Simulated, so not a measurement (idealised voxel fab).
The process module presented herein is designated voxel plated lines.
The width of the displayed cross-section, cut, is 240 nm; its cells are square, with a size of 5 nm.
If you're reading a cross-section in this doc, picture square cells in a grid; it comes to you as bands, top ones listed first down to the bottom, and a band can be one or more rows of cells. Heads up on the band format: heights come first, top then bottom, in nm. After that it's the materials left to right, each with its width in nm. A single material flagged "all across" fills the whole band edge to edge, and "empty" means there's empty space there. Where do heights start? At 0: under that level the wafer as delivered is made of one material only. And the lowest band has no floor; it just carries on downward, as in "top 0, no bottom". The expression "30..40" gives the width at the extremes of the band, the first number at its top row of cells and the second at its bottom row, with the width changing by equal amounts from each row to the next in between. The designation "no change", where it is given for a processing step, indicates that no cell of the cross-section was altered in the course of that step. "Enclosed cavities" lists enclosed empty spaces (at least 8 cells, no open path upward to the top), each as width x height at distance from the left edge, in nm. Where a step's line continues beyond its settings, the continuation is a remark by the simulator itself on that step. If you see "overlay nm" on a step's line and that step has a mask, it's telling you how far right of where it was planned the mask ended up; a negative number means it went left instead.

Listed below are the process steps as planned
- 1: RECEIVE,material Si
- 2: CONFORMAL_DEP,material SiO2,thk nm 5
- 3: DIRECTIONAL_DEP,material TiN,thk nm 5
- 4: PATTERN,tone open,mask id LINES,material resist,width nm 20,pitch nm 50,thk nm 15,overlay nm 0
- 5: EPI,material Ru,thk nm 5
- 6: STRIP,etch materials resist
- 7: DIRECTIONAL_ETCH,etch materials TiN,depth nm 5
- 8: CONFORMAL_DEP,material SiN,thk nm 5

First out of two wafers; run went to plan

Step 1 complete: cross-section of the wafer as received
- top 0, no bottom | Si all across
- Enclosed cavities: none

How the wafer stands in section after step 2
- top 5, bottom 0 | SiO2 all across
- No changes below 0.

How the wafer stands in section after step 3
- top 10, bottom 5 | TiN all across
- No changes below 5.

How the wafer stands in section after step 4
- top 25, bottom 10 | 35 of resist / 20 of empty / 30 of resist / 20 of empty / 30 of resist / 20 of empty / 30 of resist / 20 of empty / 35 of resist
- No changes below 10.

How the wafer stands in section after step 5
- top 25, bottom 15 | 35 of resist / 20 of empty / 30 of resist / 20 of empty / 30 of resist / 20 of empty / 30 of resist / 20 of empty / 35 of resist
- top 15, bottom 10 | 35 of resist / 20 of Ru / 30 of resist / 20 of Ru / 30 of resist / 20 of Ru / 30 of resist / 20 of Ru / 35 of resist
- No changes below 10.

How the wafer stands in section after step 6
- top 15, bottom 10 | 35 of empty / 20 of Ru / 30 of empty / 20 of Ru / 30 of empty / 20 of Ru / 30 of empty / 20 of Ru / 35 of empty
- No changes below 10.

How the wafer stands in section after step 7
- top 15, bottom 10 | 35 of empty / 20 of Ru / 30 of empty / 20 of Ru / 30 of empty / 20 of Ru / 30 of empty / 20 of Ru / 35 of empty
- top 10, bottom 5 | 35 of empty / 20 of TiN / 30 of empty / 20 of TiN / 30 of empty / 20 of TiN / 30 of empty / 20 of TiN / 35 of empty
- No changes below 5.

How the wafer stands in section after step 8
- top 20, bottom 15 | 30 of empty / 30 of SiN / 20 of empty / 30 of SiN / 20 of empty / 30 of SiN / 20 of empty / 30 of SiN / 30 of empty
- top 15, bottom 10 | 30 of empty / 5 of SiN / 20 of Ru / 5 of SiN / 20 of empty / 5 of SiN / 20 of Ru / 5 of SiN / 20 of empty / 5 of SiN / 20 of Ru / 5 of SiN / 20 of empty / 5 of SiN / 20 of Ru / 5 of SiN / 30 of empty
- top 10, bottom 5 | 35 of SiN / 20 of TiN / 30 of SiN / 20 of TiN / 30 of SiN / 20 of TiN / 30 of SiN / 20 of TiN / 35 of SiN
- No changes below 5.

For the second wafer, take the first wafer's start and plan, then add one mistake made in running it; everything through step 1, that step included, is shared with the first

Cross-section of the second wafer when, according to plan, step 2 should have finished
- top 5, bottom 0 | TiN all across
- No changes below 0.

Cross-section of the second wafer when, according to plan, step 3 should have finished
- top 10, bottom 5 | SiO2 all across
- No changes below 5.

Cross-section of the second wafer when, according to plan, step 4 should have finished
- top 25, bottom 10 | 35 of resist / 20 of empty / 30 of resist / 20 of empty / 30 of resist / 20 of empty / 30 of resist / 20 of empty / 35 of resist
- No changes below 10.

Cross-section of the second wafer when, according to plan, step 5 should have finished: no change

Cross-section of the second wafer when, according to plan, step 6 should have finished
- top 10, bottom 5 | SiO2 all across
- No changes below 5.

Cross-section of the second wafer when, according to plan, step 7 should have finished: no change

Cross-section of the second wafer when, according to plan, step 8 should have finished
- top 15, bottom 10 | SiN all across
- No changes below 10.
Which mistake was made when the wafer was run? note: step 2 <-> step 3, run order reversed vs plan
It is noted that, at the conclusion of processing, the second wafer exhibits a higher or lower cell count for certain materials relative to the first: Ru -16, SiN -16, TiN +32
